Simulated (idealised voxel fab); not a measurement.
The process module that follows is named voxel spacer lines.
This is section cut - it's 175 nm across, gridded in 5 nm square cells.
When this document writes out a cross-section, it uses a grid of square cells and lists it as bands, beginning at the top and moving down, with a band standing for one or more rows of cells. It is stipulated that each band's entry specify, in nanometres, the height of the top of the band and then that of its bottom, followed by the materials of the band in left-to-right sequence, each together with its width in nanometres. A single material marked by the word "throughout" is understood to fill the band from edge to edge; the word "blank" is understood to denote empty space. Heights are measured from 0, the level below which the as-received wafer is all one material; the lowest band has no bottom and continues downward, written as in "0 -> down". You'd read "30->40" like this: the band's top row of cells is as wide as the first number, its bottom row is as wide as the second, and going down, every row changes width by the same amount as the row before did. Where the words "no alterations made" appear for a step, the cross-section shows no cell changed by that step; every cell remained as before. If an empty space has no open way to the top and is at least 8 cells in size, "Sealed-off cavities" lists it, written width x height at distance, where distance is measured from the left edge and every value is in nm. On each step's line, the part that comes after the settings is the simulator's own comment on the step. You can add "overlay nm" to a step's line. For a step with a mask, it describes how far the mask lay to the right of its planned position, and a negative number describes a lay to the left.
## Process steps foreseen in the plan
step 1: RECEIVE [material Si]
step 2: CONFORMAL_DEP [material Al2O3] [thk nm 10]
step 3: DIRECTIONAL_DEP [material polySi] [thk nm 20]
step 4: DIRECTIONAL_DEP [material aC] [thk nm 30]
step 5: PATTERN [tone cover] [mask id MANDREL] [material resist] [width nm 20] [pitch nm 60] [thk nm 40] [overlay nm 0]
step 6: DIRECTIONAL_ETCH [etch materials aC] [depth nm 30]
step 7: STRIP [etch materials resist]
step 8: CONFORMAL_DEP [material SiN] [thk nm 10]
step 9: DIRECTIONAL_ETCH [etch materials SiN] [depth nm 10]
step 10: STRIP [etch materials aC]
step 11: DIRECTIONAL_ETCH [etch materials polySi] [depth nm 20]
step 12: STRIP [etch materials SiN]
step 13: FILL_DEP [material SiO2] [thk nm 5]
step 14: CMP [height nm 30]
## Of two wafers, the first: run according to plan
## As-received wafer cross-section (after step 1)
    0 -> down  Si throughout
    Sealed-off cavities: none
## The wafer in cross-section once step 2 is complete
    10 -> 0  Al2O3 throughout
    Rest of section, below 0: as before.
## The wafer in cross-section once step 3 is complete
    30 -> 10  polySi throughout
    Rest of section, below 10: as before.
## The wafer in cross-section once step 4 is complete
    60 -> 30  aC throughout
    Rest of section, below 30: as before.
## The wafer in cross-section once step 5 is complete
    100 -> 60  blank 45, resist 20, blank 40, resist 20, blank 50
    Rest of section, below 60: as before.
## The wafer in cross-section once step 6 is complete
    70 -> 60  blank 45, resist 20, blank 40, resist 20, blank 50
    60 -> 30  blank 45, aC 20, blank 40, aC 20, blank 50
    Rest of section, below 30: as before.
## The wafer in cross-section once step 7 is complete
    60 -> 30  blank 45, aC 20, blank 40, aC 20, blank 50
    Rest of section, below 30: as before.
## The wafer in cross-section once step 8 is complete
    70 -> 60  blank 35, SiN 40, blank 20, SiN 40, blank 40
    60 -> 40  blank 35, SiN 10, aC 20, SiN 10, blank 20, SiN 10, aC 20, SiN 10, blank 40
    40 -> 30  SiN 45, aC 20, SiN 40, aC 20, SiN 50
    Rest of section, below 30: as before.
## The wafer in cross-section once step 9 is complete
    60 -> 30  blank 35, SiN 10, aC 20, SiN 10, blank 20, SiN 10, aC 20, SiN 10, blank 40
    Rest of section, below 30: as before.
## The wafer in cross-section once step 10 is complete
    60 -> 30  blank 35, SiN 10, blank 20, SiN 10, blank 20, SiN 10, blank 20, SiN 10, blank 40
    Rest of section, below 30: as before.
## The wafer in cross-section once step 11 is complete
    60 -> 30  blank 35, SiN 10, blank 20, SiN 10, blank 20, SiN 10, blank 20, SiN 10, blank 40
    30 -> 10  blank 35, polySi 10, blank 20, polySi 10, blank 20, polySi 10, blank 20, polySi 10, blank 40
    Rest of section, below 10: as before.
## The wafer in cross-section once step 12 is complete
    30 -> 10  blank 35, polySi 10, blank 20, polySi 10, blank 20, polySi 10, blank 20, polySi 10, blank 40
    Rest of section, below 10: as before.
## The wafer in cross-section once step 13 is complete
    35 -> 30  SiO2 throughout
    30 -> 10  SiO2 35, polySi 10, SiO2 20, polySi 10, SiO2 20, polySi 10, SiO2 20, polySi 10, SiO2 40
    Rest of section, below 10: as before.
## The wafer in cross-section once step 14 is complete
    30 -> 10  SiO2 35, polySi 10, SiO2 20, polySi 10, SiO2 20, polySi 10, SiO2 20, polySi 10, SiO2 40
    Rest of section, below 10: as before.
## Wafer two: like wafer one in start and plan, but with one mistake in execution; identical up to and including step 4
## The second wafer in cross-section, at the planned close of step 5
    100 -> 60  blank 50, resist 15, blank 45, resist 15, blank 50
    Rest of section, below 60: as before.
## The second wafer in cross-section, at the planned close of step 6
    70 -> 60  blank 50, resist 15, blank 45, resist 15, blank 50
    60 -> 30  blank 50, aC 15, blank 45, aC 15, blank 50
    Rest of section, below 30: as before.
## The second wafer in cross-section, at the planned close of step 7
    60 -> 30  blank 50, aC 15, blank 45, aC 15, blank 50
    Rest of section, below 30: as before.
## The second wafer in cross-section, at the planned close of step 8
    70 -> 60  blank 40, SiN 35, blank 25, SiN 35, blank 40
    60 -> 40  blank 40, SiN 10, aC 15, SiN 10, blank 25, SiN 10, aC 15, SiN 10, blank 40
    40 -> 30  SiN 50, aC 15, SiN 45, aC 15, SiN 50
    Rest of section, below 30: as before.
## The second wafer in cross-section, at the planned close of step 9
    60 -> 30  blank 40, SiN 10, aC 15, SiN 10, blank 25, SiN 10, aC 15, SiN 10, blank 40
    Rest of section, below 30: as before.
## The second wafer in cross-section, at the planned close of step 10
    60 -> 30  blank 40, SiN 10, blank 15, SiN 10, blank 25, SiN 10, blank 15, SiN 10, blank 40
    Rest of section, below 30: as before.
## The second wafer in cross-section, at the planned close of step 11
    60 -> 30  blank 40, SiN 10, blank 15, SiN 10, blank 25, SiN 10, blank 15, SiN 10, blank 40
    30 -> 10  blank 40, polySi 10, blank 15, polySi 10, blank 25, polySi 10, blank 15, polySi 10, blank 40
    Rest of section, below 10: as before.
## The second wafer in cross-section, at the planned close of step 12
    30 -> 10  blank 40, polySi 10, blank 15, polySi 10, blank 25, polySi 10, blank 15, polySi 10, blank 40
    Rest of section, below 10: as before.
## The second wafer in cross-section, at the planned close of step 13
    35 -> 30  SiO2 throughout
    30 -> 10  SiO2 40, polySi 10, SiO2 15, polySi 10, SiO2 25, polySi 10, SiO2 15, polySi 10, SiO2 40
    Rest of section, below 10: as before.
## The second wafer in cross-section, at the planned close of step 14
    30 -> 10  SiO2 40, polySi 10, SiO2 15, polySi 10, SiO2 25, polySi 10, SiO2 15, polySi 10, SiO2 40
    Rest of section, below 10: as before.
Run error: step 5 changed vs plan, executed as PATTERN [tone cover] [mask id MANDREL] [material resist] [width nm 15] [pitch nm 60] [thk nm 40] [overlay nm 0]
Final state: per-material cell counts identical on both wafers; locations differ.
